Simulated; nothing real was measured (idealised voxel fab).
Process module under the name voxel fin reveal
Shown is cross-section cut, with a width of 200 nm and square cells of size 5 nm.
How to read a cross-section here: the picture is a grid of square cells, written as bands going from the top down, and any band can span one or more rows of cells. What a band's entry tells you: where the top is and where the bottom is, as heights in nm, and after that what lies inside, material by material from left to right, each with its width in nm. Empty space is written as the word "empty", and a single material marked with the word "throughout" occupies the band from edge to edge. The level at which height equals 0 is the one under which the wafer, as it arrives, is entirely one material. No lower edge exists for the bottom band, which continues downward and is notated as in "0..down". Width "30 to 40": first value at the band's top row of cells, second value at its bottom row, equal change from row to row. Basically "no alteration" means that step didn't change any cell in the cross-section. For the entry "Sealed void inventory", the listed items are empty spaces with no open way to the top whose size is 8 cells or more; each item follows the pattern width x height at distance, where distance is from the left edge and all three are in nm. after a step's settings: what the simulator itself notes on the step. What "overlay nm" on a step's line means: if the step has a mask, that mask lay this far to the right of its planned place, or, when the value is negative, to the left.
**Planned step list for the process**
1 op RECEIVE | material Si
2 op CONFORMAL_DEP | material SiN | thk nm 10
3 op MASKED_ETCH | tone cover | mask id FINS | width nm 15 | pitch nm 35 | etch materials SiN | depth nm 10 | overlay nm 0
4 op MASKED_ETCH | tone cover | mask id FINS | width nm 15 | pitch nm 35 | etch materials Si | depth nm 35 | overlay nm 0
5 op OXIDIZE | depth nm 5
6 op FILL_DEP | material SiO2 | thk nm 10
7 op CMP | height nm 10
8 op SELECTIVE_ETCH | etch materials SiO2 | depth nm 35
9 op STRIP | etch materials SiN
10 op CONFORMAL_DEP | material HfO2 | thk nm 5
**As received (post step 1): cross-section**
0..down = Si throughout
Sealed void inventory: none
**Final cross-section, module run with one mistake (start and plan as above)**
5..0 = empty (40); HfO2 (15); empty (20); HfO2 (15); empty (20); HfO2 (15); empty (20); HfO2 (15); empty (40)
0..-20 = empty (40); HfO2 (5); Si (5); HfO2 (5); empty (20); HfO2 (5); Si (5); HfO2 (5); empty (20); HfO2 (5); Si (5); HfO2 (5); empty (20); HfO2 (5); Si (5); HfO2 (5); empty (40)
-20..-25 = HfO2 (45); Si (5); HfO2 (30); Si (5); HfO2 (30); Si (5); HfO2 (30); Si (5); HfO2 (45)
-25..-35 = SiO2 (45); Si (5); SiO2 (30); Si (5); SiO2 (30); Si (5); SiO2 (30); Si (5); SiO2 (45)
-35..down = Si throughout
Sealed void inventory: none
Deviation from plan: step 4 changed vs plan, executed as op MASKED_ETCH | tone cover | mask id FINS | width nm 15 | pitch nm 35 | etch materials Si | depth nm 30 | overlay nm 0
